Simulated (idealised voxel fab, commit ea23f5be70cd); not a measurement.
process module | voxel wiring stack
cross-section cut | 195 nm wide | cells 5 nm
A cross-section is a grid of square cells, given in bands from the top down. A band is one or more rows of cells.
Each band's line starts with the height of the band's top and of its bottom, in nm. Then come its materials from left to right, each with its width in nm. One material with "throughout" fills the band from edge to edge. "air" is empty space.
Height 0 is the level under which the wafer as received is all one material. The lowest band goes on downwards, as in "0 down".
A width such as "30 to 40" changes by the same amount from each row of cells to the next, from the band's top row to its bottom row.
"no change" after a step means that no cell of the cross-section changed.
closed voids: empty space of 8 cells or more with no open way to the top, each as width x height at its distance from the left edge, in nm
after a step's settings: what the simulator itself notes on the step
overlay nm, on a step with a mask: how far to the right of its planned place the mask lay; to the left if negative
plan
1 op RECEIVE | material Si
2 op CONFORMAL_DEP | material SiO2 | thk nm 15
3 op DIRECTIONAL_DEP | material TiN | thk nm 5
4 op DIRECTIONAL_DEP | material Ru | thk nm 25
5 op PATTERN | tone cover | mask id METAL_1 | material resist | width nm 30 | pitch nm 45 | thk nm 20 | overlay nm 0
6 op DIRECTIONAL_ETCH | etch materials Ru | depth nm 25
7 op DIRECTIONAL_ETCH | etch materials TiN | depth nm 5
8 op STRIP | etch materials resist
9 op CONFORMAL_DEP | material SiN | thk nm 5
10 op FILL_DEP | material lowk | thk nm 10
11 op CMP | height nm 45
12 op CONFORMAL_DEP | material SiCN | thk nm 5
13 op DIRECTIONAL_DEP | material lowk | thk nm 15
14 op PATTERN | tone open | mask id PLUG_1 | material resist | width nm 15 | pitch nm 90 | thk nm 15 | overlay nm 0
15 op DIRECTIONAL_ETCH | etch materials lowk | depth nm 15
16 op DIRECTIONAL_ETCH | etch materials SiCN | depth nm 5
17 op STRIP | etch materials resist
18 op CONFORMAL_DEP | material TiN | thk nm 5
19 op FILL_DEP | material Cu | thk nm 10
20 op CMP | height nm 65
21 op CONFORMAL_DEP | material SiCN | thk nm 5
22 op DIRECTIONAL_DEP | material SiO2 | thk nm 15
23 op MASKED_ETCH | tone open | mask id METAL_2 | width nm 30 | pitch nm 45 | etch materials SiO2 | depth nm 15 | overlay nm 0
24 op MASKED_ETCH | tone open | mask id METAL_2 | width nm 30 | pitch nm 45 | etch materials SiCN | depth nm 5 | overlay nm 0
25 op CONFORMAL_DEP | material TiN | thk nm 5
26 op FILL_DEP | material W | thk nm 5
27 op CMP | height nm 85
28 op CONFORMAL_DEP | material SiCN | thk nm 5
29 op DIRECTIONAL_DEP | material lowk | thk nm 35
30 op PATTERN | tone open | mask id METAL_3 | material resist | width nm 30 | pitch nm 45 | thk nm 15 | overlay nm 0
31 op DIRECTIONAL_ETCH | etch materials lowk | depth nm 20
32 op STRIP | etch materials resist
33 op PATTERN | tone open | mask id METAL_3_HOLES | material resist | width nm 15 | pitch nm 90 | thk nm 20 | overlay nm 0
34 op DIRECTIONAL_ETCH | etch materials lowk | depth nm 15
35 op DIRECTIONAL_ETCH | etch materials SiCN | depth nm 5
36 op STRIP | etch materials resist
37 op CONFORMAL_DEP | material TiN | thk nm 5
38 op FILL_DEP | material Cu | thk nm 10
39 op CMP | height nm 125
40 op CONFORMAL_DEP | material SiCN | thk nm 5
first wafer, as planned
as received, after step 1
  0 down: Si throughout
  closed voids: none
after step 2
  15 to 0: SiO2 throughout
  below 0: unchanged
after step 3
  20 to 15: TiN throughout
  below 15: unchanged
after step 4
  45 to 20: Ru throughout
  below 20: unchanged
after step 5
  65 to 45: air 35 | resist 30 | air 15 | resist 30 | air 15 | resist 30 | air 40
  below 45: unchanged
after step 6
  65 to 45: air 35 | resist 30 | air 15 | resist 30 | air 15 | resist 30 | air 40
  45 to 20: air 35 | Ru 30 | air 15 | Ru 30 | air 15 | Ru 30 | air 40
  below 20: unchanged
after step 7
  65 to 45: air 35 | resist 30 | air 15 | resist 30 | air 15 | resist 30 | air 40
  45 to 20: air 35 | Ru 30 | air 15 | Ru 30 | air 15 | Ru 30 | air 40
  20 to 15: air 35 | TiN 30 | air 15 | TiN 30 | air 15 | TiN 30 | air 40
  below 15: unchanged
after step 8
  45 to 20: air 35 | Ru 30 | air 15 | Ru 30 | air 15 | Ru 30 | air 40
  below 20: unchanged
after step 9
  50 to 45: air 30 | SiN 40 | air 5 | SiN 40 | air 5 | SiN 40 | air 35
  45 to 20: air 30 | SiN 5 | Ru 30 | SiN 5 | air 5 | SiN 5 | Ru 30 | SiN 5 | air 5 | SiN 5 | Ru 30 | SiN 5 | air 35
  20 to 15: SiN 35 | TiN 30 | SiN 15 | TiN 30 | SiN 15 | TiN 30 | SiN 40
  below 15: unchanged
after step 10
  60 to 50: lowk throughout
  50 to 45: lowk 30 | SiN 40 | lowk 5 | SiN 40 | lowk 5 | SiN 40 | lowk 35
  45 to 20: lowk 30 | SiN 5 | Ru 30 | SiN 5 | lowk 5 | SiN 5 | Ru 30 | SiN 5 | lowk 5 | SiN 5 | Ru 30 | SiN 5 | lowk 35
  below 20: unchanged
after step 11
  45 to 20: lowk 30 | SiN 5 | Ru 30 | SiN 5 | lowk 5 | SiN 5 | Ru 30 | SiN 5 | lowk 5 | SiN 5 | Ru 30 | SiN 5 | lowk 35
  below 20: unchanged
after step 12
  50 to 45: SiCN throughout
  below 45: unchanged
after step 13
  65 to 50: lowk throughout
  below 50: unchanged
after step 14
  80 to 65: resist 35 | air 15 | resist 75 | air 15 | resist 55
  below 65: unchanged
after step 15
  80 to 65: resist 35 | air 15 | resist 75 | air 15 | resist 55
  65 to 50: lowk 35 | air 15 | lowk 75 | air 15 | lowk 55
  below 50: unchanged
after step 16
  80 to 65: resist 35 | air 15 | resist 75 | air 15 | resist 55
  65 to 50: lowk 35 | air 15 | lowk 75 | air 15 | lowk 55
  50 to 45: SiCN 35 | air 15 | SiCN 75 | air 15 | SiCN 55
  below 45: unchanged
after step 17
  65 to 50: lowk 35 | air 15 | lowk 75 | air 15 | lowk 55
  below 50: unchanged
after step 18
  70 to 65: TiN 40 | air 5 | TiN 85 | air 5 | TiN 60
  65 to 50: lowk 35 | TiN 5 | air 5 | TiN 5 | lowk 75 | TiN 5 | air 5 | TiN 5 | lowk 55
  50 to 45: SiCN 35 | TiN 15 | SiCN 75 | TiN 15 | SiCN 55
  below 45: unchanged
after step 19
  80 to 70: Cu throughout
  70 to 65: TiN 40 | Cu 5 | TiN 85 | Cu 5 | TiN 60
  65 to 50: lowk 35 | TiN 5 | Cu 5 | TiN 5 | lowk 75 | TiN 5 | Cu 5 | TiN 5 | lowk 55
  below 50: unchanged
after step 20
  65 to 50: lowk 35 | TiN 5 | Cu 5 | TiN 5 | lowk 75 | TiN 5 | Cu 5 | TiN 5 | lowk 55
  below 50: unchanged
after step 21
  70 to 65: SiCN throughout
  below 65: unchanged
after step 22
  85 to 70: SiO2 throughout
  below 70: unchanged
after step 23
  85 to 70: SiO2 35 | air 30 | SiO2 15 | air 30 | SiO2 15 | air 30 | SiO2 40
  below 70: unchanged
after step 24
  85 to 70: SiO2 35 | air 30 | SiO2 15 | air 30 | SiO2 15 | air 30 | SiO2 40
  70 to 65: SiCN 35 | air 30 | SiCN 15 | air 30 | SiCN 15 | air 30 | SiCN 40
  below 65: unchanged
after step 25
  90 to 85: TiN 40 | air 20 | TiN 25 | air 20 | TiN 25 | air 20 | TiN 45
  85 to 70: SiO2 35 | TiN 5 | air 20 | TiN 5 | SiO2 15 | TiN 5 | air 20 | TiN 5 | SiO2 15 | TiN 5 | air 20 | TiN 5 | SiO2 40
  70 to 65: SiCN 35 | TiN 30 | SiCN 15 | TiN 30 | SiCN 15 | TiN 30 | SiCN 40
  below 65: unchanged
after step 26
  95 to 90: W throughout
  90 to 85: TiN 40 | W 20 | TiN 25 | W 20 | TiN 25 | W 20 | TiN 45
  85 to 70: SiO2 35 | TiN 5 | W 20 | TiN 5 | SiO2 15 | TiN 5 | W 20 | TiN 5 | SiO2 15 | TiN 5 | W 20 | TiN 5 | SiO2 40
  below 70: unchanged
after step 27
  85 to 70: SiO2 35 | TiN 5 | W 20 | TiN 5 | SiO2 15 | TiN 5 | W 20 | TiN 5 | SiO2 15 | TiN 5 | W 20 | TiN 5 | SiO2 40
  below 70: unchanged
after step 28
  90 to 85: SiCN throughout
  below 85: unchanged
after step 29
  125 to 90: lowk throughout
  below 90: unchanged
after step 30
  140 to 125: resist 35 | air 30 | resist 15 | air 30 | resist 15 | air 30 | resist 40
  below 125: unchanged
after step 31
  140 to 125: resist 35 | air 30 | resist 15 | air 30 | resist 15 | air 30 | resist 40
  125 to 105: lowk 35 | air 30 | lowk 15 | air 30 | lowk 15 | air 30 | lowk 40
  below 105: unchanged
after step 32
  125 to 105: lowk 35 | air 30 | lowk 15 | air 30 | lowk 15 | air 30 | lowk 40
  below 105: unchanged
after step 33
  145 to 125: resist 35 | air 15 | resist 75 | air 15 | resist 55
  125 to 105: lowk 35 | air 15 | resist 15 | lowk 15 | resist 30 | lowk 15 | air 15 | resist 15 | lowk 40
  below 105: unchanged
after step 34
  145 to 125: resist 35 | air 15 | resist 75 | air 15 | resist 55
  125 to 105: lowk 35 | air 15 | resist 15 | lowk 15 | resist 30 | lowk 15 | air 15 | resist 15 | lowk 40
  105 to 90: lowk 35 | air 15 | lowk 75 | air 15 | lowk 55
  below 90: unchanged
after step 35
  145 to 125: resist 35 | air 15 | resist 75 | air 15 | resist 55
  125 to 105: lowk 35 | air 15 | resist 15 | lowk 15 | resist 30 | lowk 15 | air 15 | resist 15 | lowk 40
  105 to 90: lowk 35 | air 15 | lowk 75 | air 15 | lowk 55
  90 to 85: SiCN 35 | air 15 | SiCN 75 | air 15 | SiCN 55
  below 85: unchanged
after step 36
  125 to 105: lowk 35 | air 30 | lowk 15 | air 30 | lowk 15 | air 30 | lowk 40
  below 105: unchanged
after step 37
  130 to 125: TiN 40 | air 20 | TiN 25 | air 20 | TiN 25 | air 20 | TiN 45
  125 to 110: lowk 35 | TiN 5 | air 20 | TiN 5 | lowk 15 | TiN 5 | air 20 | TiN 5 | lowk 15 | TiN 5 | air 20 | TiN 5 | lowk 40
  110 to 105: lowk 35 | TiN 5 | air 5 | TiN 20 | lowk 15 | TiN 30 | lowk 15 | TiN 5 | air 5 | TiN 20 | lowk 40
  105 to 90: lowk 35 | TiN 5 | air 5 | TiN 5 | lowk 75 | TiN 5 | air 5 | TiN 5 | lowk 55
  90 to 85: SiCN 35 | TiN 15 | SiCN 75 | TiN 15 | SiCN 55
  below 85: unchanged
after step 38
  140 to 130: Cu throughout
  130 to 125: TiN 40 | Cu 20 | TiN 25 | Cu 20 | TiN 25 | Cu 20 | TiN 45
  125 to 110: lowk 35 | TiN 5 | Cu 20 | TiN 5 | lowk 15 | TiN 5 | Cu 20 | TiN 5 | lowk 15 | TiN 5 | Cu 20 | TiN 5 | lowk 40
  110 to 105: lowk 35 | TiN 5 | Cu 5 | TiN 20 | lowk 15 | TiN 30 | lowk 15 | TiN 5 | Cu 5 | TiN 20 | lowk 40
  105 to 90: lowk 35 | TiN 5 | Cu 5 | TiN 5 | lowk 75 | TiN 5 | Cu 5 | TiN 5 | lowk 55
  below 90: unchanged
after step 39
  125 to 110: lowk 35 | TiN 5 | Cu 20 | TiN 5 | lowk 15 | TiN 5 | Cu 20 | TiN 5 | lowk 15 | TiN 5 | Cu 20 | TiN 5 | lowk 40
  below 110: unchanged
after step 40
  130 to 125: SiCN throughout
  below 125: unchanged
second wafer: like start, like plan, one mistake. Through step 19 it matches the first wafer
when step 20 should have ended: no change
when step 21 should have ended
  85 to 80: SiCN throughout
  below 80: unchanged
when step 22 should have ended
  100 to 85: SiO2 throughout
  below 85: unchanged
when step 23 should have ended
  100 to 85: SiO2 35 | air 30 | SiO2 15 | air 30 | SiO2 15 | air 30 | SiO2 40
  below 85: unchanged
when step 24 should have ended
  100 to 85: SiO2 35 | air 30 | SiO2 15 | air 30 | SiO2 15 | air 30 | SiO2 40
  85 to 80: SiCN 35 | air 30 | SiCN 15 | air 30 | SiCN 15 | air 30 | SiCN 40
  below 80: unchanged
when step 25 should have ended
  105 to 100: TiN 40 | air 20 | TiN 25 | air 20 | TiN 25 | air 20 | TiN 45
  100 to 85: SiO2 35 | TiN 5 | air 20 | TiN 5 | SiO2 15 | TiN 5 | air 20 | TiN 5 | SiO2 15 | TiN 5 | air 20 | TiN 5 | SiO2 40
  85 to 80: SiCN 35 | TiN 30 | SiCN 15 | TiN 30 | SiCN 15 | TiN 30 | SiCN 40
  below 80: unchanged
when step 26 should have ended
  110 to 105: W throughout
  105 to 100: TiN 40 | W 20 | TiN 25 | W 20 | TiN 25 | W 20 | TiN 45
  100 to 85: SiO2 35 | TiN 5 | W 20 | TiN 5 | SiO2 15 | TiN 5 | W 20 | TiN 5 | SiO2 15 | TiN 5 | W 20 | TiN 5 | SiO2 40
  below 85: unchanged
when step 27 should have ended
  85 to 80: SiCN 35 | TiN 30 | SiCN 15 | TiN 30 | SiCN 15 | TiN 30 | SiCN 40
  below 80: unchanged
when step 28 should have ended
  90 to 85: SiCN throughout
  below 85: unchanged
when step 29 should have ended
  125 to 90: lowk throughout
  below 90: unchanged
when step 30 should have ended
  140 to 125: resist 35 | air 30 | resist 15 | air 30 | resist 15 | air 30 | resist 40
  below 125: unchanged
when step 31 should have ended
  140 to 125: resist 35 | air 30 | resist 15 | air 30 | resist 15 | air 30 | resist 40
  125 to 105: lowk 35 | air 30 | lowk 15 | air 30 | lowk 15 | air 30 | lowk 40
  below 105: unchanged
when step 32 should have ended
  125 to 105: lowk 35 | air 30 | lowk 15 | air 30 | lowk 15 | air 30 | lowk 40
  below 105: unchanged
when step 33 should have ended
  145 to 125: resist 35 | air 15 | resist 75 | air 15 | resist 55
  125 to 105: lowk 35 | air 15 | resist 15 | lowk 15 | resist 30 | lowk 15 | air 15 | resist 15 | lowk 40
  below 105: unchanged
when step 34 should have ended
  145 to 125: resist 35 | air 15 | resist 75 | air 15 | resist 55
  125 to 105: lowk 35 | air 15 | resist 15 | lowk 15 | resist 30 | lowk 15 | air 15 | resist 15 | lowk 40
  105 to 90: lowk 35 | air 15 | lowk 75 | air 15 | lowk 55
  below 90: unchanged
when step 35 should have ended
  145 to 125: resist 35 | air 15 | resist 75 | air 15 | resist 55
  125 to 105: lowk 35 | air 15 | resist 15 | lowk 15 | resist 30 | lowk 15 | air 15 | resist 15 | lowk 40
  105 to 90: lowk 35 | air 15 | lowk 75 | air 15 | lowk 55
  90 to 85: SiCN 35 | air 15 | SiCN 75 | air 15 | SiCN 55
  below 85: unchanged
when step 36 should have ended
  125 to 105: lowk 35 | air 30 | lowk 15 | air 30 | lowk 15 | air 30 | lowk 40
  below 105: unchanged
when step 37 should have ended
  130 to 125: TiN 40 | air 20 | TiN 25 | air 20 | TiN 25 | air 20 | TiN 45
  125 to 110: lowk 35 | TiN 5 | air 20 | TiN 5 | lowk 15 | TiN 5 | air 20 | TiN 5 | lowk 15 | TiN 5 | air 20 | TiN 5 | lowk 40
  110 to 105: lowk 35 | TiN 5 | air 5 | TiN 20 | lowk 15 | TiN 30 | lowk 15 | TiN 5 | air 5 | TiN 20 | lowk 40
  105 to 90: lowk 35 | TiN 5 | air 5 | TiN 5 | lowk 75 | TiN 5 | air 5 | TiN 5 | lowk 55
  90 to 85: SiCN 35 | TiN 15 | SiCN 75 | TiN 15 | SiCN 55
  below 85: unchanged
when step 38 should have ended
  140 to 130: Cu throughout
  130 to 125: TiN 40 | Cu 20 | TiN 25 | Cu 20 | TiN 25 | Cu 20 | TiN 45
  125 to 110: lowk 35 | TiN 5 | Cu 20 | TiN 5 | lowk 15 | TiN 5 | Cu 20 | TiN 5 | lowk 15 | TiN 5 | Cu 20 | TiN 5 | lowk 40
  110 to 105: lowk 35 | TiN 5 | Cu 5 | TiN 20 | lowk 15 | TiN 30 | lowk 15 | TiN 5 | Cu 5 | TiN 20 | lowk 40
  105 to 90: lowk 35 | TiN 5 | Cu 5 | TiN 5 | lowk 75 | TiN 5 | Cu 5 | TiN 5 | lowk 55
  below 90: unchanged
when step 39 should have ended
  125 to 110: lowk 35 | TiN 5 | Cu 20 | TiN 5 | lowk 15 | TiN 5 | Cu 20 | TiN 5 | lowk 15 | TiN 5 | Cu 20 | TiN 5 | lowk 40
  below 110: unchanged
when step 40 should have ended
  130 to 125: SiCN throughout
  below 125: unchanged
what went wrong: step 20 was left out
at the end the second wafer has, in cells: 80 more of Cu | 63 fewer of SiO2 | 19 more of TiN | 36 fewer of W
